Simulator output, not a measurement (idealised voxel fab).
Title: Process Module voxel wiring stack
It is cross-section cut that appears here, measuring 260 nm in width, its square cells being 5 nm in size.
Cross-sections here: square-cell grids, written as top-down lists of bands, a band being one or more rows of cells. Per band: top height and bottom height in nm, followed by the left-to-right materials and their widths in nm; "throughout" marks a single material spanning edge to edge, "air" marks empty space. Heights from 0 (as-received wafer is one material below). Bottom band endless downward, as "0 down". Note: "30 to 40" means the width goes from the first number (top row of the band) to the second number (bottom row) in equal steps per row of cells. Key: "nothing was modified" - step with no changed cell in the cross-section. You'll see "Sealed voids" listing empty spaces that have no way open to the top, as long as they're 8 cells or more; the notation is width x height at distance, where the distance is from the left edge, and all of it is in nm. Note: text after step settings on the step line = simulator remark on that step. overlay nm: right-of-plan distance of the mask on a masked step; negative values mean left-of-plan.
The steps planned for the process are as follows:
- 1: RECEIVE,material Si
- 2: CONFORMAL_DEP,material SiO2,thk nm 15
- 3: CONFORMAL_DEP,material SiCN,thk nm 5
- 4: DIRECTIONAL_DEP,material lowk,thk nm 25
- 5: PATTERN,tone open,mask id METAL_1,material resist,width nm 25,pitch nm 40,thk nm 15,overlay nm 0
- 6: DIRECTIONAL_ETCH,etch materials lowk,depth nm 25
- 7: DIRECTIONAL_ETCH,etch materials SiCN,depth nm 5
- 8: STRIP,etch materials resist
- 9: CONFORMAL_DEP,material TiN,thk nm 5
- 10: FILL_DEP,material Cu,thk nm 10
- 11: CMP,height nm 45
- 12: CONFORMAL_DEP,material SiCN,thk nm 5
- 13: DIRECTIONAL_DEP,material lowk,thk nm 35
- 14: PATTERN,tone open,mask id METAL_2_HOLES,material resist,width nm 15,pitch nm 40,thk nm 15,overlay nm 0
- 15: DIRECTIONAL_ETCH,etch materials lowk,depth nm 35
- 16: STRIP,etch materials resist
- 17: MASKED_ETCH,tone open,mask id METAL_2,width nm 25,pitch nm 40,etch materials lowk,depth nm 20,overlay nm 0
- 18: MASKED_ETCH,tone open,mask id METAL_2,width nm 25,pitch nm 40,etch materials SiCN,depth nm 5,overlay nm -15
- 19: CONFORMAL_DEP,material TiN,thk nm 5
- 20: FILL_DEP,material Ru,thk nm 5
- 21: CMP,height nm 85
- 22: CONFORMAL_DEP,material SiCN,thk nm 5
- 23: DIRECTIONAL_DEP,material lowk,thk nm 35
- 24: DIRECTIONAL_DEP,material aC,thk nm 10
- 25: PATTERN,tone open,mask id METAL_3,material resist,width nm 25,pitch nm 40,thk nm 30,overlay nm 0
- 26: DIRECTIONAL_ETCH,etch materials aC,depth nm 10
- 27: STRIP,etch materials resist
- 28: DIRECTIONAL_ETCH,etch materials lowk,depth nm 20
- 29: STRIP,etch materials aC
- 30: DIRECTIONAL_DEP,material aC,thk nm 10
- 31: PATTERN,tone open,mask id METAL_3_HOLES,material resist,width nm 15,pitch nm 80,thk nm 30,overlay nm 0
- 32: DIRECTIONAL_ETCH,etch materials aC,depth nm 10
- 33: STRIP,etch materials resist
- 34: DIRECTIONAL_ETCH,etch materials lowk,depth nm 15
- 35: DIRECTIONAL_ETCH,etch materials SiCN,depth nm 5
- 36: STRIP,etch materials aC
- 37: CONFORMAL_DEP,material TiN,thk nm 5
- 38: FILL_DEP,material Cu,thk nm 10
- 39: CMP,height nm 125
- 40: CONFORMAL_DEP,material SiCN,thk nm 5
- 41: DIRECTIONAL_DEP,material lowk,thk nm 35
- 42: PATTERN,tone open,mask id METAL_4_HOLES,material resist,width nm 15,pitch nm 40,thk nm 20,overlay nm 0
- 43: DIRECTIONAL_ETCH,etch materials lowk,depth nm 35
- 44: STRIP,etch materials resist
- 45: DIRECTIONAL_DEP,material aC,thk nm 10
- 46: PATTERN,tone open,mask id METAL_4,material resist,width nm 25,pitch nm 40,thk nm 30,overlay nm 0
- 47: DIRECTIONAL_ETCH,etch materials aC,depth nm 10
- 48: STRIP,etch materials resist
- 49: DIRECTIONAL_ETCH,etch materials lowk,depth nm 20
- 50: DIRECTIONAL_ETCH,etch materials SiCN,depth nm 5
- 51: STRIP,etch materials aC
- 52: CONFORMAL_DEP,material TiN,thk nm 5
- 53: FILL_DEP,material Cu,thk nm 10
- 54: CMP,height nm 165
- 55: CONFORMAL_DEP,material SiCN,thk nm 5
It is noted that the wafers described herein are identical at the outset and are distinguished by the overlay nm of step 18; the value stated in the plan corresponds to the first wafer.
As-received state after step 1, first of several wafers, cross-section:
- 0 down | Si throughout
- Sealed voids: none
First of several wafers in cross-section at module end, following the final step, step 55:
- 170 to 165 | SiCN throughout
- 165 to 150 | lowk=75 / TiN=5 / Cu=15 / TiN=5 / lowk=15 / TiN=5 / Cu=15 / TiN=5 / lowk=15 / TiN=5 / Cu=15 / TiN=5 / lowk=80
- 150 to 145 | lowk=75 / TiN=5 / Cu=5 / TiN=15 / lowk=15 / TiN=5 / Cu=5 / TiN=15 / lowk=15 / TiN=5 / Cu=5 / TiN=15 / lowk=80
- 145 to 130 | lowk=75 / TiN=5 / Cu=5 / TiN=5 / lowk=25 / TiN=5 / Cu=5 / TiN=5 / lowk=25 / TiN=5 / Cu=5 / TiN=5 / lowk=90
- 130 to 125 | SiCN=75 / TiN=15 / SiCN=25 / TiN=15 / SiCN=25 / TiN=15 / SiCN=90
- 125 to 110 | lowk=75 / TiN=5 / Cu=15 / TiN=5 / lowk=15 / TiN=5 / Cu=15 / TiN=5 / lowk=15 / TiN=5 / Cu=15 / TiN=5 / lowk=80
- 110 to 105 | lowk=75 / TiN=5 / Cu=5 / TiN=15 / lowk=15 / TiN=25 / lowk=15 / TiN=5 / Cu=5 / TiN=15 / lowk=80
- 105 to 90 | lowk=75 / TiN=5 / Cu=5 / TiN=5 / lowk=65 / TiN=5 / Cu=5 / TiN=5 / lowk=90
- 90 to 85 | SiCN=75 / TiN=15 / SiCN=65 / TiN=15 / SiCN=90
- 85 to 70 | lowk=75 / TiN=5 / Ru=15 / TiN=5 / lowk=15 / TiN=5 / Ru=15 / TiN=5 / lowk=15 / TiN=5 / Ru=15 / TiN=5 / lowk=80
- 70 to 65 | lowk=75 / TiN=5 / Ru=5 / TiN=15 / lowk=15 / TiN=5 / Ru=5 / TiN=15 / lowk=15 / TiN=5 / Ru=5 / TiN=15 / lowk=80
- 65 to 55 | lowk=75 / TiN=5 / Ru=5 / TiN=5 / lowk=25 / TiN=5 / Ru=5 / TiN=5 / lowk=25 / TiN=5 / Ru=5 / TiN=5 / lowk=90
- 55 to 50 | lowk=75 / TiN=15 / lowk=25 / TiN=15 / lowk=25 / TiN=15 / lowk=90
- 50 to 45 | SiCN=75 / TiN=10 / SiCN=30 / TiN=10 / SiCN=30 / TiN=10 / SiCN=95
- 45 to 20 | lowk=75 / TiN=5 / Cu=15 / TiN=5 / lowk=15 / TiN=5 / Cu=15 / TiN=5 / lowk=15 / TiN=5 / Cu=15 / TiN=5 / lowk=80
- 20 to 15 | SiCN=75 / TiN=25 / SiCN=15 / TiN=25 / SiCN=15 / TiN=25 / SiCN=80
- 15 to 0 | SiO2 throughout
- 0 down | Si throughout
- Sealed voids: none
Here's the last wafer cross-sectioned at the end of the module:
- 170 to 165 | SiCN throughout
- 165 to 150 | lowk=75 / TiN=5 / Cu=15 / TiN=5 / lowk=15 / TiN=5 / Cu=15 / TiN=5 / lowk=15 / TiN=5 / Cu=15 / TiN=5 / lowk=80
- 150 to 145 | lowk=75 / TiN=5 / Cu=5 / TiN=15 / lowk=15 / TiN=5 / Cu=5 / TiN=15 / lowk=15 / TiN=5 / Cu=5 / TiN=15 / lowk=80
- 145 to 130 | lowk=75 / TiN=5 / Cu=5 / TiN=5 / lowk=25 / TiN=5 / Cu=5 / TiN=5 / lowk=25 / TiN=5 / Cu=5 / TiN=5 / lowk=90
- 130 to 125 | SiCN=75 / TiN=15 / SiCN=25 / TiN=15 / SiCN=25 / TiN=15 / SiCN=90
- 125 to 110 | lowk=75 / TiN=5 / Cu=15 / TiN=5 / lowk=15 / TiN=5 / Cu=15 / TiN=5 / lowk=15 / TiN=5 / Cu=15 / TiN=5 / lowk=80
- 110 to 105 | lowk=75 / TiN=5 / Cu=5 / TiN=15 / lowk=15 / TiN=25 / lowk=15 / TiN=5 / Cu=5 / TiN=15 / lowk=80
- 105 to 90 | lowk=75 / TiN=5 / Cu=5 / TiN=5 / lowk=65 / TiN=5 / Cu=5 / TiN=5 / lowk=90
- 90 to 85 | SiCN=75 / TiN=15 / SiCN=65 / TiN=15 / SiCN=90
- 85 to 70 | lowk=75 / TiN=5 / Ru=15 / TiN=5 / lowk=15 / TiN=5 / Ru=15 / TiN=5 / lowk=15 / TiN=5 / Ru=15 / TiN=5 / lowk=80
- 70 to 65 | lowk=75 / TiN=5 / Ru=5 / TiN=15 / lowk=15 / TiN=5 / Ru=5 / TiN=15 / lowk=15 / TiN=5 / Ru=5 / TiN=15 / lowk=80
- 65 to 55 | lowk=75 / TiN=5 / Ru=5 / TiN=5 / lowk=25 / TiN=5 / Ru=5 / TiN=5 / lowk=25 / TiN=5 / Ru=5 / TiN=5 / lowk=90
- 55 to 50 | lowk=75 / TiN=15 / lowk=25 / TiN=15 / lowk=25 / TiN=15 / lowk=90
- 50 to 45 | SiCN throughout
- 45 to 20 | lowk=75 / TiN=5 / Cu=15 / TiN=5 / lowk=15 / TiN=5 / Cu=15 / TiN=5 / lowk=15 / TiN=5 / Cu=15 / TiN=5 / lowk=80
- 20 to 15 | SiCN=75 / TiN=25 / SiCN=15 / TiN=25 / SiCN=15 / TiN=25 / SiCN=80
- 15 to 0 | SiO2 throughout
- 0 down | Si throughout
- Sealed voids: none
The following table contains a row per wafer, in which are reported, at the conclusion of the module, the cells of each material gained (+) or lost (-) since the wafer's receipt, with its closed voids given thereafter:
overlay nm -15 | +119 Cu | +36 Ru | +224 SiCN | +156 SiO2 | +208 TiN | +1025 lowk | Sealed voids: none
overlay nm -10 | +119 Cu | +39 Ru | +221 SiCN | +156 SiO2 | +208 TiN | +1025 lowk | Sealed voids: none
overlay nm -5 | +119 Cu | +39 Ru | +221 SiCN | +156 SiO2 | +208 TiN | +1025 lowk | Sealed voids: none
overlay nm 0 | +119 Cu | +39 Ru | +221 SiCN | +156 SiO2 | +208 TiN | +1025 lowk | Sealed voids: none
overlay nm 5 | +119 Cu | +36 Ru | +224 SiCN | +156 SiO2 | +208 TiN | +1025 lowk | Sealed voids: none
overlay nm 10 | +119 Cu | +36 Ru | +227 SiCN | +156 SiO2 | +205 TiN | +1025 lowk | Sealed voids: none
overlay nm 15 | +119 Cu | +36 Ru | +230 SiCN | +156 SiO2 | +202 TiN | +1025 lowk | Sealed voids: none
